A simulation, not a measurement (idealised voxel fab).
The process module that follows is named voxel ribs on slabs.
cross-section cut | 190 nm wide | cells 5 nm
We lay out every cross-section as a grid of square cells and spell it out in bands from the top down, where one band means one or more rows of cells. Quick guide to a band line: top height, bottom height (nm) up front; then every material left to right with its width in nm. Only one material and it's marked "everywhere"? Then it fills the band edge to edge. And "air" just means empty space. It should be noted that heights are counted from 0, beneath which the wafer as supplied is of one material throughout, and that the lowest band possesses no lower boundary but continues downward, as written in "0 -> down". The notation "30..40" denotes a width that varies across the rows of cells in the band, beginning at the first number in the top row, finishing at the second number in the bottom row, and changing by an identical amount from each row to the next. "no modification" means the step left every cell of the cross-section as it was. If an empty space has no open way to the top and is at least 8 cells in size, "Non-vented voids" lists it, written width x height at distance, where distance is measured from the left edge and every value is in nm. That trailing text on a step's line, after the settings, is the simulator's own remark on the step. The setting "overlay nm" may be written on the line of a step. When the step uses a mask, the value reports how far to the right of the planned place the mask lay, and a negative value reports that it lay to the left.
Below is the list of planned process steps:
1 op RECEIVE | material Si
2 op DIRECTIONAL_DEP | material SiO2 | thk nm 20
3 op DIRECTIONAL_DEP | material SiN | thk nm 20
4 op DIRECTIONAL_DEP | material aC | thk nm 10
5 op PATTERN | tone cover | mask id RIB | material resist | width nm 30 | thk nm 30 | overlay nm 0
6 op DIRECTIONAL_ETCH | etch materials aC | depth nm 10
7 op STRIP | etch materials resist
8 op DIRECTIONAL_ETCH | etch materials SiN | depth nm 10
9 op STRIP | etch materials aC
10 op MASKED_ETCH | tone cover | mask id SLAB | width nm 70 | etch materials SiN | depth nm 10 | overlay nm 0
11 op FILL_DEP | material SiO2 | thk nm 20
12 op CMP | height nm 55
13 op DIRECTIONAL_DEP | material TiN | thk nm 10
14 op PATTERN | tone cover | mask id HEATER | material resist | width nm 40 | thk nm 20 | overlay nm 0
15 op DIRECTIONAL_ETCH | etch materials TiN | depth nm 10
16 op STRIP | etch materials resist
17 op CONFORMAL_DEP | material SiN | thk nm 5
as received, after step 1:
0 -> down  Si everywhere
Non-vented voids: none
End-of-module XS, first of two wafers, run as planned:
70 -> 65  air (70), SiN (50), air (70)
65 -> 60  air (70), SiN (5), TiN (40), SiN (5), air (70)
60 -> 55  SiN (75), TiN (40), SiN (75)
55 -> 40  SiO2 everywhere
40 -> 30  SiO2 (80), SiN (30), SiO2 (80)
30 -> 20  SiO2 (60), SiN (70), SiO2 (60)
20 -> 0  SiO2 everywhere
0 -> down  Si everywhere
Non-vented voids: none
Second wafer cross-section at end of module - shared start and plan with the first, one mistake in the run:
70 -> 65  air (70), SiN (50), air (70)
65 -> 60  air (70), SiN (5), TiN (40), SiN (5), air (70)
60 -> 55  SiN (75), TiN (40), SiN (75)
55 -> 40  SiO2 everywhere
40 -> 30  SiO2 (60), SiN (20), SiO2 (30), SiN (20), SiO2 (60)
30 -> 20  SiN everywhere
20 -> 0  SiO2 everywhere
0 -> down  Si everywhere
Non-vented voids: none
Want to know what went wrong? not per plan at step 5, really ran op PATTERN | tone open | mask id RIB | material resist | width nm 30 | thk nm 30 | overlay nm 0
FYI, end of process, the second wafer has more or fewer cells of some materials than the first: +52 SiN; -52 SiO2
